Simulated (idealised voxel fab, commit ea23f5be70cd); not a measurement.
The process module that follows is named voxel plated lines.
Cross-sectional view cut (width: 225 nm; square cell size: 5 nm).
Notation: cross-section as square-cell grid; stated in bands, top first, going down; one or more cell rows per band.
Heads up on the band format: heights come first, top then bottom, in nm. After that it's the materials left to right, each with its width in nm. A single material flagged "all across" fills the whole band edge to edge, and "air" means there's empty space there.
Heights are measured from 0, the level below which the as-received wafer is all one material; the lowest band has no bottom and continues downward, written as in "0..down".
A width such as "30->40" changes by the same amount from each row of cells to the next, from the band's top row to its bottom row.
You'll sometimes find "nothing was modified" written for a step, and that's the way of saying that nowhere in the cross-section did a cell change during that step.
Empty spaces without an open route to the top, at least 8 cells in extent, make up the entry "Unvented internal voids"; each is given as width x height at distance, where the distance is measured from the left edge, and all are in nm.
Formally, on a step line, whatever follows the settings is a remark that the simulator itself makes on the step.
"overlay nm" on a masked step: distance the mask lay right of its planned place, negative for left.

Planned process steps
1,RECEIVE: material Si
2,CONFORMAL_DEP: material SiO2, thk nm 10
3,DIRECTIONAL_DEP: material TiN, thk nm 5
4,PATTERN: tone open, mask id LINES, material resist, width nm 15, pitch nm 35, thk nm 20, overlay nm 0
5,EPI: material Ru, thk nm 5
6,STRIP: etch materials resist
7,DIRECTIONAL_ETCH: etch materials TiN, depth nm 5
8,CONFORMAL_DEP: material SiO2, thk nm 10

Step 1 complete: cross-section of the wafer as received
	0..down | Si all across
	Unvented internal voids: none

Module complete, cross-section. Starting point and plan per above. One mistake made in running the module
	30..20 | SiO2 all across
	20..15 | Ru=50  SiO2=15  Ru=20  SiO2=15  Ru=20  SiO2=15  Ru=20  SiO2=15  Ru=55
	15..10 | TiN=50  SiO2=15  TiN=20  SiO2=15  TiN=20  SiO2=15  TiN=20  SiO2=15  TiN=55
	10..0 | SiO2 all across
	0..down | Si all across
	Unvented internal voids: none
The plan and the run diverged here: step 4 changed vs plan, executed as PATTERN: tone cover, mask id LINES, material resist, width nm 15, pitch nm 35, thk nm 20, overlay nm 0
